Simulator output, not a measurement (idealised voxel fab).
The following is a process module called voxel ribs on slabs.
Xsec cut, 210 nm wide, square cell size 5 nm.
This document writes a cross-section as a grid whose cells are square, and gives it as bands, listed from the top down; one or more rows of cells form a band. A band entry consists of two parts. The first gives the height of the band's top and the height of its bottom, in nm. The rest lists the band's materials from left to right, each with its width in nm. A single material labelled with the word "full width" fills the band from edge to edge, and the word "blank" marks empty space. Heights are reckoned from 0. Under this level, the received wafer is all of one material. The bottommost band is open-ended downward, for example "top 0, no bottom". A two-number width, for instance "30 to 40", indicates that the width is equal to the first number in the top row of the band and to the second number in the bottom row, and that it changes by a constant amount per row of cells. A step reported as "remained the same" is a step in which no cell of the cross-section changed. Empty spaces without an open route to the top, at least 8 cells in extent, make up the entry "Completely sealed voids"; each is given as width x height at distance, where the distance is measured from the left edge, and all are in nm. It should be noted that, on the line of a given step, the content following the step's settings is a remark produced by the simulator itself with respect to that step. The optional step-line setting "overlay nm" applies to steps with a mask and quantifies how far to the right of its planned location the mask lay, a negative value indicating leftward placement.
The steps planned for the process are as follows
1) op RECEIVE | material Si
2) op DIRECTIONAL_DEP | material SiO2 | thk nm 20
3) op DIRECTIONAL_DEP | material SiN | thk nm 20
4) op PATTERN | tone cover | mask id RIB | material resist | width nm 30 | thk nm 20 | overlay nm 0
5) op DIRECTIONAL_ETCH | etch materials SiN | depth nm 15
6) op STRIP | etch materials resist
7) op PATTERN | tone cover | mask id SLAB | material resist | width nm 90 | thk nm 20 | overlay nm 0
8) op DIRECTIONAL_ETCH | etch materials SiN | depth nm 5
9) op STRIP | etch materials resist
10) op FILL_DEP | material SiO2 | thk nm 15
11) op CMP | height nm 50
12) op DIRECTIONAL_DEP | material W | thk nm 5
13) op PATTERN | tone cover | mask id HEATER | material resist | width nm 30 | thk nm 20 | overlay nm 0
14) op DIRECTIONAL_ETCH | etch materials W | depth nm 5
15) op STRIP | etch materials resist
16) op CONFORMAL_DEP | material SiN | thk nm 5
The plan's step 13 width nm is the first wafer's value; the wafers differ in this setting and start identical.
Here's the first of the wafers in cross-section, just as we got it, i.e. after step 1
  top 0, no bottom  Si full width
  Completely sealed voids: none
Wafer rows; end of module; cells per material since receipt: (+) gained, (-) lost; then closed voids
width nm 30, +80 SiN, +384 SiO2, +6 W, Completely sealed voids: none
width nm 35, +80 SiN, +384 SiO2, +7 W, Completely sealed voids: none
width nm 40, +80 SiN, +384 SiO2, +8 W, Completely sealed voids: none
width nm 45, +80 SiN, +384 SiO2, +9 W, Completely sealed voids: none
width nm 50, +80 SiN, +384 SiO2, +10 W, Completely sealed voids: none
width nm 55, +80 SiN, +384 SiO2, +11 W, Completely sealed voids: none
